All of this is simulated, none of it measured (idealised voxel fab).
The process module presented herein is designated voxel ribs on slabs.
The width of the displayed cross-section, cut, is 180 nm; its cells are square, with a size of 5 nm.
Square cells in a grid make up a cross-section in this document, and the grid is given as bands, listed from the top down, each one or more rows of cells.
Heights first: top, then bottom, in nm. Then materials, left to right, each with a width in nm. "everywhere" on a single material: fills the band edge to edge. "blank": empty space.
The reference from which all heights are counted is 0, the level beneath which the as-received wafer is entirely one material; the lowest band, having no lower bound, proceeds downward and is written after the example "z 0 and below".
The two numbers in a width such as "30..40" mark its ends across the band: the first belongs to the top row of cells, the second to the bottom row, and from each row to the next the width moves by the same amount.
"same as before", as given for a step, is the statement that not any cell of the cross-section underwent a change during that step.
Enclosed void entries: empty space of 8 cells or more with no open way to the top, each as width x height at its distance from the left edge, in nm
Heads up: the bit after the settings on a step's line is the simulator's remark on that step.
Each step line may optionally specify "overlay nm", which for a step with a mask gives the rightward distance between the mask's planned place and where it lay, a negative value indicating the leftward direction.
STEPS IN THE PROCESS PLAN
- 1: RECEIVE (material Si)
- 2: DIRECTIONAL_DEP (material SiO2; thk nm 20)
- 3: DIRECTIONAL_DEP (material SiN; thk nm 15)
- 4: DIRECTIONAL_DEP (material aC; thk nm 15)
- 5: PATTERN (tone cover; mask id RIB; material resist; width nm 20; thk nm 35; overlay nm 0)
- 6: DIRECTIONAL_ETCH (etch materials aC; depth nm 15)
- 7: STRIP (etch materials resist)
- 8: DIRECTIONAL_ETCH (etch materials SiN; depth nm 5)
- 9: STRIP (etch materials aC)
- 10: DIRECTIONAL_DEP (material aC; thk nm 10)
- 11: PATTERN (tone cover; mask id SLAB; material resist; width nm 60; thk nm 30; overlay nm 0)
- 12: DIRECTIONAL_ETCH (etch materials aC; depth nm 10)
- 13: STRIP (etch materials resist)
- 14: DIRECTIONAL_ETCH (etch materials SiN; depth nm 10)
- 15: STRIP (etch materials aC)
- 16: FILL_DEP (material SiO2; thk nm 20)
- 17: CMP (height nm 50)
- 18: DIRECTIONAL_DEP (material TiN; thk nm 10)
- 19: DIRECTIONAL_DEP (material aC; thk nm 15)
- 20: PATTERN (tone cover; mask id HEATER; material resist; width nm 30; thk nm 35; overlay nm 0)
- 21: DIRECTIONAL_ETCH (etch materials aC; depth nm 15)
- 22: STRIP (etch materials resist)
- 23: DIRECTIONAL_ETCH (etch materials TiN; depth nm 10)
- 24: STRIP (etch materials aC)
- 25: CONFORMAL_DEP (material SiO2; thk nm 10)
THIS IS THE CROSS-SECTION OF THE WAFER AS WE RECEIVED IT, I.E. AFTER STEP 1
* z 0 and below: Si everywhere
* Enclosed void entries: none
FIRST WAFER AT THE END, AS PLANNED
* z 70 to 60: blank=65 | SiO2=50 | blank=65
* z 60 to 50: SiO2=75 | TiN=30 | SiO2=75
* z 50 to 35: SiO2 everywhere
* z 35 to 30: SiO2=80 | SiN=20 | SiO2=80
* z 30 to 20: SiO2=60 | SiN=60 | SiO2=60
* z 20 to 0: SiO2 everywhere
* z 0 and below: Si everywhere
* Enclosed void entries: none
CROSS-SECTION OF THE LATTER OF THE TWO WAFERS AT MODULE COMPLETION. IT HAD AN IDENTICAL START AND AN IDENTICAL PLAN TO THE FORMER; IN RUNNING IT, ONE MISTAKE WAS MADE
* z 70 to 60: blank=65 | SiO2=50 | blank=65
* z 60 to 50: SiO2=75 | TiN=30 | SiO2=75
* z 50 to 35: SiO2 everywhere
* z 35 to 30: SiO2=85 | SiN=15 | SiO2=80
* z 30 to 20: SiO2=60 | SiN=60 | SiO2=60
* z 20 to 0: SiO2 everywhere
* z 0 and below: Si everywhere
* Enclosed void entries: none
It is concluded that the wafer was processed incorrectly with respect to the plan, in that step 5 off recipe, ran as PATTERN (tone cover; mask id RIB; material resist; width nm 15; thk nm 35; overlay nm 0)
Once processing is complete, comparing cell counts shows that the second wafer has more or fewer of certain materials than the first: SiN: 1 fewer | SiO2: 1 more
